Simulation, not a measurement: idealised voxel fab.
Title: Process Module voxel wiring stack
Cross-section cut: width 285 nm, square cells of 5 nm.
Cross-section format: a grid of square cells, given as bands from top to bottom; each band is one or more rows of cells. This entry defines a band. It first specifies the height of the band's top and the height of its bottom in nm, and then specifies the band's materials from left to right, stating each material with its width in nm. The word "all across" identifies a single material that fills the band from edge to edge, while the word "air" identifies empty space. Heights are expressed relative to 0, this being the level below which the as-received wafer comprises one material exclusively. The lowest band is unbounded in the downward direction and is denoted as in "0..down". Read "30->40" as a graded width: first number on top, second number at the bottom, same change between each pair of neighbouring rows. The cross-section has no changed cell in any step marked "identical to before". Entry "Closed empty spaces" = empty spaces >= 8 cells with no open way to the top; each as width x height at distance, distance from left edge, all nm. Whatever follows a step's settings on its line is a remark the simulator itself makes about that step. You can add "overlay nm" to a step's line. For a step with a mask, it describes how far the mask lay to the right of its planned position, and a negative number describes a lay to the left.

# Planned step list for the process
| 1 | RECEIVE,material Si |
| 2 | CONFORMAL_DEP,material SiO2,thk nm 15 |
| 3 | CONFORMAL_DEP,material SiCN,thk nm 5 |
| 4 | DIRECTIONAL_DEP,material SiO2,thk nm 25 |
| 5 | MASKED_ETCH,tone open,mask id METAL_1,width nm 25,pitch nm 40,etch materials SiO2,depth nm 25,overlay nm 0 |
| 6 | MASKED_ETCH,tone open,mask id METAL_1,width nm 25,pitch nm 40,etch materials SiCN,depth nm 5,overlay nm 0 |
| 7 | CONFORMAL_DEP,material TiN,thk nm 5 |
| 8 | FILL_DEP,material Ru,thk nm 10 |
| 9 | CMP,height nm 45 |
| 10 | EPI,material Ru,thk nm 5 |
| 11 | FILL_DEP,material SiCN,thk nm 5 |
| 12 | DIRECTIONAL_DEP,material lowk,thk nm 35 |
| 13 | MASKED_ETCH,tone open,mask id METAL_2,width nm 25,pitch nm 40,etch materials lowk,depth nm 20,overlay nm 0 |
| 14 | MASKED_ETCH,tone open,mask id METAL_2_HOLES,width nm 15,pitch nm 80,etch materials lowk,depth nm 15,overlay nm 0 |
| 15 | MASKED_ETCH,tone open,mask id METAL_2_HOLES,width nm 15,pitch nm 80,etch materials SiCN,depth nm 5,overlay nm 0 |
| 16 | CONFORMAL_DEP,material TiN,thk nm 5 |
| 17 | FILL_DEP,material Cu,thk nm 5 |
| 18 | CMP,height nm 90 |
| 19 | CONFORMAL_DEP,material SiCN,thk nm 5 |
| 20 | DIRECTIONAL_DEP,material SiO2,thk nm 10 |
| 21 | DIRECTIONAL_DEP,material aC,thk nm 15 |
| 22 | PATTERN,tone open,mask id PLUG_2,material resist,width nm 15,pitch nm 40,thk nm 35,overlay nm 0 |
| 23 | DIRECTIONAL_ETCH,etch materials aC,depth nm 15 |
| 24 | STRIP,etch materials resist |
| 25 | DIRECTIONAL_ETCH,etch materials SiO2,depth nm 10 |
| 26 | DIRECTIONAL_ETCH,etch materials SiCN,depth nm 5 |
| 27 | STRIP,etch materials aC |
| 28 | EPI,material Ru,thk nm 10 |
| 29 | EPI,material Ru,thk nm 5 |
| 30 | CONFORMAL_DEP,material SiN,thk nm 5 |
| 31 | DIRECTIONAL_DEP,material lowk,thk nm 20 |
| 32 | DIRECTIONAL_DEP,material aC,thk nm 10 |
| 33 | PATTERN,tone open,mask id METAL_3,material resist,width nm 25,pitch nm 40,thk nm 30,overlay nm 0 |
| 34 | DIRECTIONAL_ETCH,etch materials aC,depth nm 10 |
| 35 | STRIP,etch materials resist |
| 36 | DIRECTIONAL_ETCH,etch materials lowk,depth nm 20 |
| 37 | DIRECTIONAL_ETCH,etch materials SiN,depth nm 5 |
| 38 | STRIP,etch materials aC |
| 39 | CONFORMAL_DEP,material TiN,thk nm 5 |
| 40 | FILL_DEP,material W,thk nm 10 |
| 41 | CMP,height nm 130 |
| 42 | CONFORMAL_DEP,material SiCN,thk nm 5 |
| 43 | DIRECTIONAL_DEP,material lowk,thk nm 15 |
| 44 | DIRECTIONAL_DEP,material aC,thk nm 15 |
| 45 | PATTERN,tone open,mask id PLUG_3,material resist,width nm 15,pitch nm 80,thk nm 35,overlay nm 0 |
| 46 | DIRECTIONAL_ETCH,etch materials aC,depth nm 15 |
| 47 | STRIP,etch materials resist |
| 48 | DIRECTIONAL_ETCH,etch materials lowk,depth nm 15 |
| 49 | DIRECTIONAL_ETCH,etch materials SiCN,depth nm 5 |
| 50 | STRIP,etch materials aC |
| 51 | EPI,material Ru,thk nm 10 |
| 52 | EPI,material Ru,thk nm 10 |
| 53 | DIRECTIONAL_DEP,material TiN,thk nm 5 |
| 54 | DIRECTIONAL_DEP,material Ru,thk nm 15 |
| 55 | MASKED_ETCH,tone cover,mask id METAL_4,width nm 25,pitch nm 40,etch materials Ru,depth nm 15,overlay nm 0 |
| 56 | MASKED_ETCH,tone cover,mask id METAL_4,width nm 25,pitch nm 40,etch materials TiN,depth nm 5,overlay nm 0 |
| 57 | CONFORMAL_DEP,material SiCN,thk nm 5 |
| 58 | FILL_DEP,material lowk,thk nm 10 |
| 59 | CMP,height nm 170 |
| 60 | CONFORMAL_DEP,material SiCN,thk nm 5 |

# Cross-sectional view of the wafer in its as-received condition, corresponding to the state after step 1
0..down = Si all across
Closed empty spaces: none

# Wafer cross-section at end of module: start and plan as shown above, one execution error
175..170 = SiCN all across
170..155 = lowk 65 nm, SiCN 5 nm, Ru 25 nm, SiCN 5 nm, lowk 5 nm, SiCN 5 nm, Ru 25 nm, SiCN 5 nm, lowk 5 nm, SiCN 5 nm, Ru 25 nm, SiCN 5 nm, lowk 5 nm, SiCN 5 nm, Ru 25 nm, SiCN 5 nm, lowk 65 nm
155..150 = SiCN 70 nm, TiN 25 nm, SiCN 15 nm, TiN 25 nm, SiCN 15 nm, TiN 25 nm, SiCN 15 nm, TiN 25 nm, SiCN 70 nm
150..135 = lowk 70 nm, Ru 15 nm, lowk 65 nm, Ru 15 nm, lowk 120 nm
135..130 = SiCN 70 nm, Ru 15 nm, SiCN 65 nm, Ru 15 nm, SiCN 120 nm
130..110 = lowk 70 nm, TiN 5 nm, W 15 nm, TiN 5 nm, lowk 15 nm, TiN 5 nm, W 15 nm, TiN 5 nm, lowk 15 nm, TiN 5 nm, W 15 nm, TiN 5 nm, lowk 15 nm, TiN 5 nm, W 15 nm, TiN 5 nm, lowk 70 nm
110..105 = SiN 70 nm, TiN 25 nm, SiN 15 nm, TiN 25 nm, SiN 15 nm, TiN 25 nm, SiN 15 nm, TiN 25 nm, SiN 70 nm
105..95 = SiO2 70 nm, Ru 15 nm, SiO2 25 nm, Ru 15 nm, SiO2 25 nm, Ru 15 nm, SiO2 25 nm, Ru 15 nm, SiO2 80 nm
95..90 = SiCN 70 nm, Ru 15 nm, SiCN 25 nm, Ru 15 nm, SiCN 25 nm, Ru 15 nm, SiCN 25 nm, Ru 15 nm, SiCN 80 nm
90..75 = lowk 70 nm, TiN 5 nm, Cu 15 nm, TiN 5 nm, lowk 15 nm, TiN 5 nm, Cu 15 nm, TiN 5 nm, lowk 15 nm, TiN 5 nm, Cu 15 nm, TiN 5 nm, lowk 15 nm, TiN 5 nm, Cu 15 nm, TiN 5 nm, lowk 70 nm
75..70 = lowk 70 nm, TiN 5 nm, Cu 5 nm, TiN 15 nm, lowk 15 nm, TiN 25 nm, lowk 15 nm, TiN 5 nm, Cu 5 nm, TiN 15 nm, lowk 15 nm, TiN 25 nm, lowk 70 nm
70..55 = lowk 70 nm, TiN 5 nm, Cu 5 nm, TiN 5 nm, lowk 65 nm, TiN 5 nm, Cu 5 nm, TiN 5 nm, lowk 120 nm
55..50 = SiCN 70 nm, TiN 15 nm, SiCN 65 nm, TiN 15 nm, SiCN 120 nm
50..45 = SiCN 70 nm, Ru 35 nm, SiCN 5 nm, Ru 35 nm, SiCN 5 nm, Ru 35 nm, SiCN 5 nm, Ru 35 nm, SiCN 60 nm
45..25 = SiO2 75 nm, TiN 5 nm, Ru 15 nm, TiN 5 nm, SiO2 15 nm, TiN 5 nm, Ru 15 nm, TiN 5 nm, SiO2 15 nm, TiN 5 nm, Ru 15 nm, TiN 5 nm, SiO2 15 nm, TiN 5 nm, Ru 15 nm, TiN 5 nm, SiO2 65 nm
25..20 = SiO2 75 nm, TiN 5 nm, Ru 10 nm, TiN 10 nm, SiO2 15 nm, TiN 5 nm, Ru 10 nm, TiN 10 nm, SiO2 15 nm, TiN 5 nm, Ru 10 nm, TiN 10 nm, SiO2 15 nm, TiN 5 nm, Ru 10 nm, TiN 10 nm, SiO2 65 nm
20..15 = SiCN 75 nm, TiN 20 nm, SiCN 20 nm, TiN 20 nm, SiCN 20 nm, TiN 20 nm, SiCN 20 nm, TiN 20 nm, SiCN 70 nm
15..0 = SiO2 all across
0..down = Si all across
Closed empty spaces: none
Short version of what went wrong: step 5 did not use the planned setting and instead ran as MASKED_ETCH,tone open,mask id METAL_1,width nm 25,pitch nm 40,etch materials SiO2,depth nm 25,overlay nm 5
